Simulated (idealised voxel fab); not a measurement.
Process module, titled voxel capacitor over wiring
For reference, the cross-section in this document is cut, with width 180 nm and square cells of 5 nm.
In what follows, cross-sections appear as grids of square cells, described through bands that run from the top down, where every band is one or more rows of cells.
Quick guide to a band line: top height, bottom height (nm) up front; then every material left to right with its width in nm. Only one material and it's marked "all across"? Then it fills the band edge to edge. And "empty" just means empty space.
Heights are expressed relative to 0, this being the level below which the as-received wafer comprises one material exclusively. The lowest band is unbounded in the downward direction and is denoted as in "0 nm and below".
Note: "30..40" means the width goes from the first number (top row of the band) to the second number (bottom row) in equal steps per row of cells.
Where a step carries "no change occurred", the cross-section came out of it unchanged, cell for cell.
The label "Closed void register" introduces a list of the empty spaces, 8 cells or larger, that have no open way up to the top; each entry in it reads width x height at distance, where the distance is taken from the left edge and all three are stated in nm.
Past the settings on a step's line: simulator remark, on that step.
overlay nm, on a step with a mask: how far to the right of its planned place the mask lay; to the left if negative
The planned process steps are enumerated hereunder
| 1 | RECEIVE (material Si) |
| 2 | CONFORMAL_DEP (material SiO2; thk nm 15) |
| 3 | DIRECTIONAL_DEP (material TiN; thk nm 5) |
| 4 | DIRECTIONAL_DEP (material W; thk nm 20) |
| 5 | MASKED_ETCH (tone cover; mask id METAL_1; width nm 20; pitch nm 75; etch materials W; depth nm 20; overlay nm 0) |
| 6 | MASKED_ETCH (tone cover; mask id METAL_1; width nm 20; pitch nm 75; etch materials TiN; depth nm 5; overlay nm 0) |
| 7 | CONFORMAL_DEP (material SiCN; thk nm 5) |
| 8 | FILL_DEP (material SiO2; thk nm 10) |
| 9 | CMP (height nm 40) |
| 10 | CONFORMAL_DEP (material SiCN; thk nm 5) |
| 11 | DIRECTIONAL_DEP (material lowk; thk nm 20) |
| 12 | DIRECTIONAL_DEP (material aC; thk nm 10) |
| 13 | PATTERN (tone open; mask id PLUG_1; material resist; width nm 15; thk nm 25; overlay nm 0) |
| 14 | DIRECTIONAL_ETCH (etch materials aC; depth nm 10) |
| 15 | STRIP (etch materials resist) |
| 16 | DIRECTIONAL_ETCH (etch materials lowk; depth nm 20) |
| 17 | DIRECTIONAL_ETCH (etch materials SiCN; depth nm 5) |
| 18 | STRIP (etch materials aC) |
| 19 | CONFORMAL_DEP (material TiN; thk nm 5) |
| 20 | FILL_DEP (material Ru; thk nm 5) |
| 21 | CMP (height nm 65) |
| 22 | DIRECTIONAL_DEP (material TiN; thk nm 5) |
| 23 | DIRECTIONAL_DEP (material HfO2; thk nm 5) |
| 24 | DIRECTIONAL_DEP (material TiN; thk nm 5) |
| 25 | MASKED_ETCH (tone cover; mask id UPPER_PLATE; width nm 60; etch materials TiN; depth nm 5; overlay nm 0) |
| 26 | MASKED_ETCH (tone cover; mask id UPPER_PLATE; width nm 60; etch materials HfO2; depth nm 5; overlay nm 0) |
| 27 | MASKED_ETCH (tone cover; mask id LOWER_PLATE; width nm 70; etch materials TiN; depth nm 5; overlay nm 0) |
| 28 | FILL_DEP (material SiO2; thk nm 20) |
| 29 | CMP (height nm 95) |
| 30 | PATTERN (tone open; mask id PLUG_2; material resist; width nm 15; thk nm 20; overlay nm 0) |
| 31 | DIRECTIONAL_ETCH (etch materials SiO2; depth nm 15) |
| 32 | STRIP (etch materials resist) |
| 33 | CONFORMAL_DEP (material TiN; thk nm 5) |
| 34 | FILL_DEP (material Ru; thk nm 10) |
| 35 | CMP (height nm 95) |
| 36 | CONFORMAL_DEP (material SiN; thk nm 5) |
varied across the wafers: thk nm of step 10. The plan shows the first wafer's value. All wafers start alike
Cross-section of the first of several wafers on receipt, reflecting completion of step 1
0 nm and below = Si all across
Closed void register: none
Shown in cross-section: the first of several wafers at the end of the module, after its last step, step 36
100 nm to 95 nm = SiN all across
95 nm to 85 nm = 55 SiO2 / 5 TiN / 5 Ru / 5 TiN / 110 SiO2
85 nm to 75 nm = 55..45 SiO2 / 15..60 TiN / 110..75 SiO2
75 nm to 70 nm = 45 SiO2 / 60 HfO2 / 75 SiO2
70 nm to 65 nm = 40 SiO2 / 70 TiN / 70 SiO2
65 nm to 45 nm = 45 lowk / 5 TiN / 5 Ru / 5 TiN / 120 lowk
45 nm to 40 nm = 45 SiCN / 15 TiN / 120 SiCN
40 nm to 20 nm = 35 SiO2 / 5 SiCN / 20 W / 5 SiCN / 45 SiO2 / 5 SiCN / 20 W / 5 SiCN / 40 SiO2
20 nm to 15 nm = 40 SiCN / 20 TiN / 55 SiCN / 20 TiN / 45 SiCN
15 nm to 0 nm = SiO2 all across
0 nm and below = Si all across
Closed void register: none
Here we cross-sectioned the last of the wafers once the module was done
100 nm to 95 nm = SiN all across
95 nm to 85 nm = 55 SiO2 / 5 TiN / 5 Ru / 5 TiN / 110 SiO2
85 nm to 75 nm = 55..45 SiO2 / 15..60 TiN / 110..75 SiO2
75 nm to 70 nm = 45 SiO2 / 60 HfO2 / 75 SiO2
70 nm to 65 nm = 40 SiO2 / 70 TiN / 70 SiO2
65 nm to 60 nm = 45 lowk / 5 TiN / 5 Ru / 5 TiN / 120 lowk
60 nm to 55 nm = 45 SiCN / 15 TiN / 120 SiCN
55 nm to 40 nm = SiCN all across
40 nm to 20 nm = 35 SiO2 / 5 SiCN / 20 W / 5 SiCN / 45 SiO2 / 5 SiCN / 20 W / 5 SiCN / 40 SiO2
20 nm to 15 nm = 40 SiCN / 20 TiN / 55 SiCN / 20 TiN / 45 SiCN
15 nm to 0 nm = SiO2 all across
0 nm and below = Si all across
Closed void register: none
Rows = wafers. At module end, each row lists per material the cells gained (+) or lost (-) since the wafer was received, then the closed voids
thk nm 5 | +12 HfO2 | +6 Ru | +77 SiCN | +36 SiN | +373 SiO2 | +52 TiN | +32 W | +132 lowk | Closed void register: none
thk nm 10 | +12 HfO2 | +5 Ru | +113 SiCN | +36 SiN | +373 SiO2 | +50 TiN | +32 W | +99 lowk | Closed void register: none
thk nm 15 | +12 HfO2 | +4 Ru | +149 SiCN | +36 SiN | +373 SiO2 | +48 TiN | +32 W | +66 lowk | Closed void register: none
thk nm 20 | +12 HfO2 | +3 Ru | +185 SiCN | +36 SiN | +373 SiO2 | +46 TiN | +32 W | +33 lowk | Closed void register: none
